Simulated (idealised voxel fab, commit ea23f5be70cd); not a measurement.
The process module presented herein is designated voxel capacitor over wiring.
300 nm wide, 5 nm square cells: that's cross-section cut.
Bands, listed from the top down, are how a cross-section gets written in this document; the cross-section itself is a grid of square cells, and a band is one or more rows of them.
Per band: top height and bottom height in nm, followed by the left-to-right materials and their widths in nm; "everywhere" marks a single material spanning edge to edge, "empty" marks empty space.
Zero point of the height axis is 0; under it, received wafer = one material. Lowest band: continues down indefinitely, "0 down".
It should be noted that a width expressed as "30->40" varies in equal increments from row to row of cells within the band, taking the value of the first number at the top row and that of the second number at the bottom row.
"remains unaltered" after a step means that no cell of the cross-section changed.
Look at "Encapsulated voids" for the closed voids: empty spaces with no open path to the top, sized 8 cells or up. Each is width x height at distance, distance from the left edge, all nm.
Formally, on a step line, whatever follows the settings is a remark that the simulator itself makes on the step.
Each step line may optionally specify "overlay nm", which for a step with a mask gives the rightward distance between the mask's planned place and where it lay, a negative value indicating the leftward direction.
**The process steps that were planned are listed below**
| 1 | RECEIVE with material Si |
| 2 | CONFORMAL_DEP with material SiO2, thk nm 15 |
| 3 | CONFORMAL_DEP with material SiCN, thk nm 5 |
| 4 | DIRECTIONAL_DEP with material SiO2, thk nm 20 |
| 5 | DIRECTIONAL_DEP with material aC, thk nm 15 |
| 6 | PATTERN with tone open, mask id METAL_1, material resist, width nm 25, pitch nm 80, thk nm 30, overlay nm 0 |
| 7 | DIRECTIONAL_ETCH with etch materials aC, depth nm 15 |
| 8 | STRIP with etch materials resist |
| 9 | DIRECTIONAL_ETCH with etch materials SiO2, depth nm 20 |
| 10 | DIRECTIONAL_ETCH with etch materials SiCN, depth nm 5 |
| 11 | STRIP with etch materials aC |
| 12 | CONFORMAL_DEP with material TiN, thk nm 5 |
| 13 | FILL_DEP with material W, thk nm 5 |
| 14 | CMP with height nm 40 |
| 15 | CONFORMAL_DEP with material SiCN, thk nm 5 |
| 16 | DIRECTIONAL_DEP with material SiO2, thk nm 10 |
| 17 | PATTERN with tone open, mask id PLUG_1, material resist, width nm 15, thk nm 20, overlay nm 0 |
| 18 | DIRECTIONAL_ETCH with etch materials SiO2, depth nm 10 |
| 19 | DIRECTIONAL_ETCH with etch materials SiCN, depth nm 5 |
| 20 | STRIP with etch materials resist |
| 21 | CONFORMAL_DEP with material TiN, thk nm 5 |
| 22 | FILL_DEP with material Ru, thk nm 10 |
| 23 | CMP with height nm 55 |
| 24 | DIRECTIONAL_DEP with material TiN, thk nm 5 |
| 25 | DIRECTIONAL_DEP with material HfO2, thk nm 5 |
| 26 | DIRECTIONAL_DEP with material TiN, thk nm 5 |
| 27 | MASKED_ETCH with tone cover, mask id UPPER_PLATE, width nm 60, etch materials TiN, depth nm 5, overlay nm 0 |
| 28 | MASKED_ETCH with tone cover, mask id UPPER_PLATE, width nm 60, etch materials HfO2, depth nm 5, overlay nm 0 |
| 29 | MASKED_ETCH with tone cover, mask id LOWER_PLATE, width nm 70, etch materials TiN, depth nm 5, overlay nm 0 |
| 30 | FILL_DEP with material SiO2, thk nm 20 |
| 31 | CMP with height nm 85 |
| 32 | MASKED_ETCH with tone open, mask id PLUG_2, width nm 15, etch materials SiO2, depth nm 15, overlay nm 0 |
| 33 | CONFORMAL_DEP with material TiN, thk nm 5 |
| 34 | FILL_DEP with material Ru, thk nm 5 |
| 35 | CMP with height nm 85 |
| 36 | CONFORMAL_DEP with material SiCN, thk nm 5 |
**This is the cross-section of the wafer as we received it, i.e. after step 1**
- 0 down = Si everywhere
- Encapsulated voids: none
**Final wafer profile in cross-section after the module, from the same start and plan as above, with one mistake made during processing**
- 90 to 85 = SiCN everywhere
- 85 to 75 = SiO2=115 / TiN=5 / Ru=5 / TiN=5 / SiO2=170
- 75 to 65 = SiO2=115->105 / TiN=15->60 / SiO2=170->135
- 65 to 60 = SiO2=105 / HfO2=60 / SiO2=135
- 60 to 55 = SiO2=100 / TiN=70 / SiO2=130
- 55 to 45 = SiO2=105 / TiN=5 / Ru=5 / TiN=5 / SiO2=180
- 45 to 40 = SiCN=105 / TiN=15 / SiCN=180
- 40 to 30 = SiO2=95 / TiN=5 / W=15 / TiN=5 / SiO2=55 / TiN=5 / W=15 / TiN=5 / SiO2=100
- 30 to 25 = SiCN=95 / TiN=25 / SiCN=55 / TiN=25 / SiCN=100
- 25 to 0 = SiO2 everywhere
- 0 down = Si everywhere
- Encapsulated voids: none
what went wrong: step 2 ran with different settings than intended, the actual operation and settings being CONFORMAL_DEP with material SiO2, thk nm 25
